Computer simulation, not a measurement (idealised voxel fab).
The following process module bears the name voxel self aligned vias.
In the cross-section labelled cut, the width is 285 nm and each square cell is 5 nm.
Cross-section, as written here: a square-cell grid given band by band from the top down, where a band holds one or more rows of cells.
A band entry consists of two parts. The first gives the height of the band's top and the height of its bottom, in nm. The rest lists the band's materials from left to right, each with its width in nm. A single material labelled with the word "edge to edge" fills the band from edge to edge, and the word "air" marks empty space.
Where do heights start? At 0: under that level the wafer as delivered is made of one material only. And the lowest band has no floor; it just carries on downward, as in "0 down".
Graded width ("30..40"): value in top row of band = first number; value in bottom row = second number; row-to-row change constant.
"stayed the same" after a step means that no cell of the cross-section changed.
Voids not open to the top, 8 cells minimum: see "Closed void entries". Written width x height at distance; distance is from the left edge; nm.
If you see something after the settings on a step's line, that's the simulator's own remark about that step.
What "overlay nm" on a step's line means: if the step has a mask, that mask lay this far to the right of its planned place, or, when the value is negative, to the left.

[So here's the lineup of process steps we planned]
- 1: RECEIVE (material Si)
- 2: CONFORMAL_DEP (material SiO2; thk nm 10)
- 3: CONFORMAL_DEP (material SiCN; thk nm 5)
- 4: DIRECTIONAL_DEP (material lowk; thk nm 25)
- 5: MASKED_ETCH (tone open; mask id LINES; width nm 15; pitch nm 45; etch materials lowk; depth nm 25; overlay nm 0)
- 6: CONFORMAL_DEP (material TiN; thk nm 5)
- 7: FILL_DEP (material W; thk nm 10)
- 8: CMP (height nm 40)
- 9: SELECTIVE_ETCH (etch materials W Ru TiN; depth nm 5)
- 10: FILL_DEP (material SiN; thk nm 5)
- 11: CMP (height nm 40)
- 12: DIRECTIONAL_DEP (material lowk; thk nm 20)
- 13: DIRECTIONAL_DEP (material aC; thk nm 10)
- 14: PATTERN (tone open; mask id VIAS; material resist; width nm 30; pitch nm 90; thk nm 30; overlay nm 0)
- 15: DIRECTIONAL_ETCH (etch materials aC; depth nm 10)
- 16: STRIP (etch materials resist)
- 17: DIRECTIONAL_ETCH (etch materials lowk; depth nm 20)
- 18: DIRECTIONAL_ETCH (etch materials SiN; depth nm 5)
- 19: STRIP (etch materials aC)
- 20: CONFORMAL_DEP (material TiN; thk nm 5)
- 21: FILL_DEP (material Ru; thk nm 5)
- 22: CMP (height nm 60)
- 23: CONFORMAL_DEP (material SiCN; thk nm 5)
Wafers differ in width nm at step 5; plan lists the first wafer's value; identical starting state.

[Cross-section: the first of several wafers in its as-received state, i.e. following step 1]
	0 down: Si edge to edge
	Closed void entries: none

[wafer rows; end of module; cells per material since receipt: (+) gained, (-) lost; then closed voids]
width nm 15; +26 Ru; +114 SiCN; +3 SiN; +114 SiO2; +55 TiN; +9 W; +420 lowk; Closed void entries: none
width nm 20; +28 Ru; +114 SiCN; +4 SiN; +114 SiO2; +58 TiN; +18 W; +405 lowk; Closed void entries: none
width nm 25; +30 Ru; +114 SiCN; +5 SiN; +114 SiO2; +61 TiN; +27 W; +390 lowk; Closed void entries: none
width nm 30; +32 Ru; +114 SiCN; +6 SiN; +114 SiO2; +64 TiN; +36 W; +375 lowk; Closed void entries: none
